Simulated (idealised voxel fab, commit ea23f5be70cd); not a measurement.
process module | voxel ribs on slabs
cross-section cut | 270 nm wide | cells 5 nm
A cross-section is a grid of square cells, given in bands from the top down. A band is one or more rows of cells.
Each band's line starts with the height of the band's top and of its bottom, in nm. Then come its materials from left to right, each with its width in nm. One material with "throughout" fills the band from edge to edge. "air" is empty space.
Height 0 is the level under which the wafer as received is all one material. The lowest band goes on downwards, as in "0 down".
A width such as "30 to 40" changes by the same amount from each row of cells to the next, from the band's top row to its bottom row.
"no change" after a step means that no cell of the cross-section changed.
closed voids: empty space of 8 cells or more with no open way to the top, each as width x height at its distance from the left edge, in nm
after a step's settings: what the simulator itself notes on the step
overlay nm, on a step with a mask: how far to the right of its planned place the mask lay; to the left if negative
plan
1 op RECEIVE | material Si
2 op DIRECTIONAL_DEP | material SiO2 | thk nm 25
3 op DIRECTIONAL_DEP | material polySi | thk nm 15
4 op MASKED_ETCH | tone cover | mask id RIB | width nm 20 | etch materials polySi | depth nm 5 | overlay nm 0
5 op MASKED_ETCH | tone cover | mask id SLAB | width nm 80 | etch materials polySi | depth nm 10 | overlay nm 0
6 op FILL_DEP | material SiO2 | thk nm 15
7 op CMP | height nm 50
8 op DIRECTIONAL_DEP | material TiN | thk nm 10
9 op DIRECTIONAL_DEP | material aC | thk nm 10
10 op PATTERN | tone cover | mask id HEATER | material resist | width nm 30 | thk nm 25 | overlay nm 0
11 op DIRECTIONAL_ETCH | etch materials aC | depth nm 10
12 op STRIP | etch materials resist
13 op DIRECTIONAL_ETCH | etch materials TiN | depth nm 10
14 op STRIP | etch materials aC
15 op CONFORMAL_DEP | material SiN | thk nm 5
first wafer, as planned
as received, after step 1
  0 down: Si throughout
  closed voids: none
after step 2
  25 to 0: SiO2 throughout
  below 0: unchanged
after step 3
  40 to 25: polySi throughout
  below 25: unchanged
after step 4
  40 to 35: air 125 | polySi 20 | air 125
  below 35: unchanged
after step 5
  40 to 35: air 125 | polySi 20 | air 125
  35 to 25: air 95 | polySi 80 | air 95
  below 25: unchanged
after step 6
  55 to 40: SiO2 throughout
  40 to 35: SiO2 125 | polySi 20 | SiO2 125
  35 to 25: SiO2 95 | polySi 80 | SiO2 95
  below 25: unchanged
after step 7
  50 to 40: SiO2 throughout
  below 40: unchanged
after step 8
  60 to 50: TiN throughout
  below 50: unchanged
after step 9
  70 to 60: aC throughout
  below 60: unchanged
after step 10
  95 to 70: air 120 | resist 30 | air 120
  below 70: unchanged
after step 11
  85 to 70: air 120 | resist 30 | air 120
  70 to 60: air 120 | aC 30 | air 120
  below 60: unchanged
after step 12
  70 to 60: air 120 | aC 30 | air 120
  below 60: unchanged
after step 13
  70 to 60: air 120 | aC 30 | air 120
  60 to 50: air 120 | TiN 30 | air 120
  below 50: unchanged
after step 14
  60 to 50: air 120 | TiN 30 | air 120
  below 50: unchanged
after step 15
  65 to 60: air 115 | SiN 40 | air 115
  60 to 55: air 115 | SiN 5 | TiN 30 | SiN 5 | air 115
  55 to 50: SiN 120 | TiN 30 | SiN 120
  below 50: unchanged
second wafer: like start, like plan, one mistake. Through step 3 it matches the first wafer
when step 4 should have ended
  40 to 35: polySi 125 | air 20 | polySi 125
  below 35: unchanged
when step 5 should have ended
  40 to 35: air 95 | polySi 30 | air 20 | polySi 30 | air 95
  35 to 30: air 95 | polySi 80 | air 95
  below 30: unchanged
when step 6 should have ended
  55 to 40: SiO2 throughout
  40 to 35: SiO2 95 | polySi 30 | SiO2 20 | polySi 30 | SiO2 95
  35 to 30: SiO2 95 | polySi 80 | SiO2 95
  below 30: unchanged
when step 7 should have ended
  50 to 40: SiO2 throughout
  below 40: unchanged
when step 8 should have ended
  60 to 50: TiN throughout
  below 50: unchanged
when step 9 should have ended
  70 to 60: aC throughout
  below 60: unchanged
when step 10 should have ended
  95 to 70: air 120 | resist 30 | air 120
  below 70: unchanged
when step 11 should have ended
  85 to 70: air 120 | resist 30 | air 120
  70 to 60: air 120 | aC 30 | air 120
  below 60: unchanged
when step 12 should have ended
  70 to 60: air 120 | aC 30 | air 120
  below 60: unchanged
when step 13 should have ended
  70 to 60: air 120 | aC 30 | air 120
  60 to 50: air 120 | TiN 30 | air 120
  below 50: unchanged
when step 14 should have ended
  60 to 50: air 120 | TiN 30 | air 120
  below 50: unchanged
when step 15 should have ended
  65 to 60: air 115 | SiN 40 | air 115
  60 to 55: air 115 | SiN 5 | TiN 30 | SiN 5 | air 115
  55 to 50: SiN 120 | TiN 30 | SiN 120
  below 50: unchanged
what went wrong: step 4 ran as: op MASKED_ETCH | tone open | mask id RIB | width nm 20 | etch materials polySi | depth nm 5 | overlay nm 0
at the end the second wafer has, in cells: 46 fewer of SiO2 | 46 more of polySi
